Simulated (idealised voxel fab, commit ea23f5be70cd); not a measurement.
voxel self aligned contacts: a process module
FYI the section here is cut, 195 nm wide, cells are 5 nm squares.
Format of a cross-section: grid, square cells. Given as bands. Order: top down. Band: one or more rows of cells.
Basically the band line says how high the top is and how high the bottom is, in nm, and then what's in it from left to right, every material with its width in nm. Empty space shows up as "air", and if a single material carries "everywhere" it runs the full band edge to edge.
Beneath 0, the wafer as received is one material, and that level is where height counting begins. The lowest band goes on downward without a bottom; it is written like "z 0 and below".
Top row gets the first number, bottom row gets the second, and each row in between changes by the same step: that is how a band width like "30->40" works.
No cell of the cross-section changed in a step that is given as "identical to before".
So "Sealed internal cavities" is basically the list of trapped voids: any empty space of 8 cells or more that can't reach the top through an opening. They're written width x height at distance, the distance being from the left edge, and it's all nm.
Step line, after settings: the simulator's comment on this step.
What "overlay nm" on a step's line means: if the step has a mask, that mask lay this far to the right of its planned place, or, when the value is negative, to the left.
SET OUT BELOW ARE THE PLANNED STEPS OF THE PROCESS
| 1 | RECEIVE [material Si] |
| 2 | OXIDIZE [depth nm 5] |
| 3 | DIRECTIONAL_DEP [material polySi] [thk nm 20] |
| 4 | DIRECTIONAL_DEP [material SiN] [thk nm 20] |
| 5 | MASKED_ETCH [tone cover] [mask id GATE] [width nm 35] [pitch nm 65] [etch materials SiN] [depth nm 20] [overlay nm 0] |
| 6 | MASKED_ETCH [tone cover] [mask id GATE] [width nm 35] [pitch nm 65] [etch materials polySi] [depth nm 20] [overlay nm 0] |
| 7 | CONFORMAL_DEP [material SiN] [thk nm 5] |
| 8 | DIRECTIONAL_ETCH [etch materials SiN] [depth nm 5] |
| 9 | FILL_DEP [material SiO2] [thk nm 20] |
| 10 | CMP [height nm 50] |
| 11 | MASKED_ETCH [tone open] [mask id CONTACT] [width nm 50] [etch materials SiO2] [depth nm 55] [overlay nm 0] |
| 12 | CONFORMAL_DEP [material TiN] [thk nm 5] |
| 13 | FILL_DEP [material W] [thk nm 10] |
| 14 | CMP [height nm 50] |
| 15 | CONFORMAL_DEP [material SiCN] [thk nm 5] |
CROSS-SECTION OF THE WAFER AT RECEIPT, WHICH IS THE CONDITION AFTER STEP 1
* z 0 and below | Si everywhere
* Sealed internal cavities: none
LOOKING AT THE FIRST OF TWO WAFERS IN CROSS-SECTION AT END OF MODULE - RAN TO PLAN
* z 55 to 50 | SiCN everywhere
* z 50 to 40 | SiO2 70, then TiN 5->20, then W 40->10, then TiN 5->20, then SiO2 75
* z 40 to 20 | SiO2 40, then SiN 45, then TiN 5, then W 10, then TiN 5, then SiN 45, then SiO2 45
* z 20 to 0 | SiO2 40, then SiN 5, then polySi 35, then SiN 5, then TiN 5, then W 10, then TiN 5, then SiN 5, then polySi 35, then SiN 5, then SiO2 45
* z 0 to -5 | SiO2 85, then TiN 20, then SiO2 90
* z -5 and below | Si everywhere
* Sealed internal cavities: none
MODULE END: CROSS-SECTION OF WAFER TWO OF TWO. SAME START AND PROCESS PLAN AS THE FIRST WAFER. ONE MISTAKE DURING EXECUTION
* z 55 to 50 | SiCN everywhere
* z 50 to 40 | SiO2 70, then TiN 5->20, then W 40->10, then TiN 5->20, then SiO2 75
* z 40 to 25 | SiO2 40, then SiN 5, then polySi 35, then SiN 5, then TiN 5, then W 10, then TiN 5, then SiN 5, then polySi 35, then SiN 5, then SiO2 45
* z 25 to 20 | SiO2 40, then SiN 5, then polySi 35, then SiN 5, then TiN 20, then SiN 5, then polySi 35, then SiN 5, then SiO2 45
* z 20 to 0 | SiN everywhere
* z 0 to -5 | SiO2 everywhere
* z -5 and below | Si everywhere
* Sealed internal cavities: none
Deviation noted in wafer processing: steps 3 and 4 got flipped, so each one ran where the other should have
At the finish, the second wafer shows more or fewer cells for some materials than the first does: 84 more of SiN, 64 fewer of SiO2, 10 fewer of TiN, 10 fewer of W
